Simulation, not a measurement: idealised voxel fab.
Process module heading - voxel capacitor over wiring
Pictured: cross-section cut, 215 nm wide, on a grid of 5 nm square cells.
Heads up, the way a cross-section reads in here is a grid of square cells, handed over as bands from the top down, with every band being one or more rows of cells.
What a band's entry tells you: where the top is and where the bottom is, as heights in nm, and after that what lies inside, material by material from left to right, each with its width in nm. Empty space is written as the word "empty", and a single material marked with the word "throughout" occupies the band from edge to edge.
Beneath 0, the wafer as received is one material, and that level is where height counting begins. The lowest band goes on downward without a bottom; it is written like "0 and below".
It should be noted that a width expressed as "30->40" varies in equal increments from row to row of cells within the band, taking the value of the first number at the top row and that of the second number at the bottom row.
Step marked "no change"? Then no cell in the cross-section changed in it.
For the entry "Enclosed void entries", the listed items are empty spaces with no open way to the top whose size is 8 cells or more; each item follows the pattern width x height at distance, where distance is from the left edge and all three are in nm.
Whatever follows a step's settings on its line is a remark the simulator itself makes about that step.
overlay nm: where the mask lay relative to plan, measured to the right, on steps with a mask; negatives go left.
### Here's what the planned process steps look like
- 1: op RECEIVE | material Si
- 2: op CONFORMAL_DEP | material SiO2 | thk nm 15
- 3: op CONFORMAL_DEP | material SiN | thk nm 5
- 4: op DIRECTIONAL_DEP | material lowk | thk nm 20
- 5: op MASKED_ETCH | tone open | mask id METAL_1 | width nm 25 | pitch nm 95 | etch materials lowk | depth nm 20 | overlay nm 0
- 6: op MASKED_ETCH | tone open | mask id METAL_1 | width nm 25 | pitch nm 95 | etch materials SiN | depth nm 5 | overlay nm 0
- 7: op CONFORMAL_DEP | material TiN | thk nm 5
- 8: op FILL_DEP | material W | thk nm 5
- 9: op CMP | height nm 40
- 10: op EPI | material Ru | thk nm 5
- 11: op FILL_DEP | material SiCN | thk nm 5
- 12: op DIRECTIONAL_DEP | material SiO2 | thk nm 10
- 13: op PATTERN | tone open | mask id PLUG_1 | material resist | width nm 15 | thk nm 15 | overlay nm 0
- 14: op DIRECTIONAL_ETCH | etch materials SiO2 | depth nm 10
- 15: op DIRECTIONAL_ETCH | etch materials SiCN | depth nm 5
- 16: op STRIP | etch materials resist
- 17: op CONFORMAL_DEP | material TiN | thk nm 5
- 18: op FILL_DEP | material Ru | thk nm 5
- 19: op CMP | height nm 60
- 20: op DIRECTIONAL_DEP | material TiN | thk nm 10
- 21: op DIRECTIONAL_DEP | material HfO2 | thk nm 5
- 22: op DIRECTIONAL_DEP | material TiN | thk nm 10
- 23: op DIRECTIONAL_DEP | material aC | thk nm 10
- 24: op PATTERN | tone cover | mask id UPPER_PLATE | material resist | width nm 75 | thk nm 25 | overlay nm 0
- 25: op DIRECTIONAL_ETCH | etch materials aC | depth nm 10
- 26: op STRIP | etch materials resist
- 27: op DIRECTIONAL_ETCH | etch materials TiN | depth nm 10
- 28: op DIRECTIONAL_ETCH | etch materials HfO2 | depth nm 5
- 29: op STRIP | etch materials aC
- 30: op MASKED_ETCH | tone cover | mask id LOWER_PLATE | width nm 85 | etch materials TiN | depth nm 10 | overlay nm -15
- 31: op FILL_DEP | material SiO2 | thk nm 20
- 32: op CMP | height nm 100
- 33: op PATTERN | tone open | mask id PLUG_2 | material resist | width nm 15 | thk nm 20 | overlay nm 0
- 34: op DIRECTIONAL_ETCH | etch materials SiO2 | depth nm 15
- 35: op STRIP | etch materials resist
- 36: op CONFORMAL_DEP | material TiN | thk nm 5
- 37: op FILL_DEP | material Ru | thk nm 5
- 38: op CMP | height nm 100
- 39: op CONFORMAL_DEP | material SiN | thk nm 5
For this document, wafers share an identical start and vary in the step 30 overlay nm; the plan quotes the first wafer's value.
### Sectional view: first of several wafers, as received, after step 1
  0 and below  Si throughout
  Enclosed void entries: none
### Below, a row for every wafer. Read it as the end-of-module picture: for each material the wafer shows its cells gained (+) or lost (-) since it was received, and then its closed voids
overlay nm -15 | +15 HfO2 | +18 Ru | +69 SiCN | +76 SiN | +465 SiO2 | +104 TiN | +24 W | +132 lowk | Enclosed void entries: none
overlay nm -10 | +15 HfO2 | +18 Ru | +69 SiCN | +76 SiN | +465 SiO2 | +104 TiN | +24 W | +132 lowk | Enclosed void entries: none
overlay nm -5 | +15 HfO2 | +18 Ru | +69 SiCN | +76 SiN | +465 SiO2 | +104 TiN | +24 W | +132 lowk | Enclosed void entries: none
overlay nm 0 | +15 HfO2 | +18 Ru | +69 SiCN | +76 SiN | +465 SiO2 | +104 TiN | +24 W | +132 lowk | Enclosed void entries: none
overlay nm 5 | +15 HfO2 | +18 Ru | +69 SiCN | +76 SiN | +465 SiO2 | +104 TiN | +24 W | +132 lowk | Enclosed void entries: none
overlay nm 10 | +15 HfO2 | +18 Ru | +69 SiCN | +76 SiN | +465 SiO2 | +104 TiN | +24 W | +132 lowk | Enclosed void entries: none
overlay nm 15 | +15 HfO2 | +18 Ru | +69 SiCN | +76 SiN | +465 SiO2 | +104 TiN | +24 W | +132 lowk | Enclosed void entries: none
